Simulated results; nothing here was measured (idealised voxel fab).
voxel ribs on slabs: a process module
This is section cut - it's 185 nm across, gridded in 5 nm square cells.
Each cross-section below is a grid of square cells, stated as bands in top-down order, with one or more rows of cells making up each band. Heads up on the band format: heights come first, top then bottom, in nm. After that it's the materials left to right, each with its width in nm. A single material flagged "throughout" fills the whole band edge to edge, and "empty" means there's empty space there. For the purposes of this specification, 0 denotes the height below which the wafer in its as-received condition is composed wholly of one material, and the lowermost band, lacking a lower limit, extends downward without end, as expressed in "top 0, no bottom". The notation "30..40" denotes a width that varies across the rows of cells in the band, beginning at the first number in the top row, finishing at the second number in the bottom row, and changing by an identical amount from each row to the next. Reading "changes: none" for a step: not a cell of the cross-section changed in it. "closed voids" contains a list of empty spaces, each no smaller than 8 cells and without an open way to the top, written in the form width x height at distance with the distance from the left edge and all three in nm. Text after the settings on a step's line: the simulator's own remark on that step. overlay nm: on a step with a mask, how far right of its planned place the mask lay; negative means left.
[The following list gives the planned process steps]
1,RECEIVE, material Si
2,DIRECTIONAL_DEP, material SiO2, thk nm 30
3,DIRECTIONAL_DEP, material SiN, thk nm 15
4,DIRECTIONAL_DEP, material aC, thk nm 15
5,PATTERN, tone cover, mask id RIB, material resist, width nm 30, thk nm 35, overlay nm 0
6,DIRECTIONAL_ETCH, etch materials aC, depth nm 15
7,STRIP, etch materials resist
8,DIRECTIONAL_ETCH, etch materials SiN, depth nm 5
9,STRIP, etch materials aC
10,DIRECTIONAL_DEP, material aC, thk nm 10
11,PATTERN, tone cover, mask id SLAB, material resist, width nm 80, thk nm 30, overlay nm 0
12,DIRECTIONAL_ETCH, etch materials aC, depth nm 10
13,STRIP, etch materials resist
14,DIRECTIONAL_ETCH, etch materials SiN, depth nm 10
15,STRIP, etch materials aC
16,FILL_DEP, material SiO2, thk nm 15
17,CMP, height nm 55
18,DIRECTIONAL_DEP, material W, thk nm 10
19,MASKED_ETCH, tone cover, mask id HEATER, width nm 40, etch materials W, depth nm 10, overlay nm 0
20,CONFORMAL_DEP, material SiN, thk nm 10
[Cross-section of the wafer as it came to us, i.e., already through step 1]
- top 0, no bottom | Si throughout
- closed voids: none
[Cross-sectional result after module completion. Note: starting condition and plan are unchanged from above; one processing mistake was made]
- top 65, bottom 55 | empty: 70; W: 40; empty: 75
- top 55, bottom 45 | SiO2 throughout
- top 45, bottom 40 | SiO2: 75; SiN: 30; SiO2: 80
- top 40, bottom 30 | SiO2: 50; SiN: 80; SiO2: 55
- top 30, bottom 0 | SiO2 throughout
- top 0, no bottom | Si throughout
- closed voids: none
So what did we get wrong on this run? plan step 20 was not performed, having been skipped
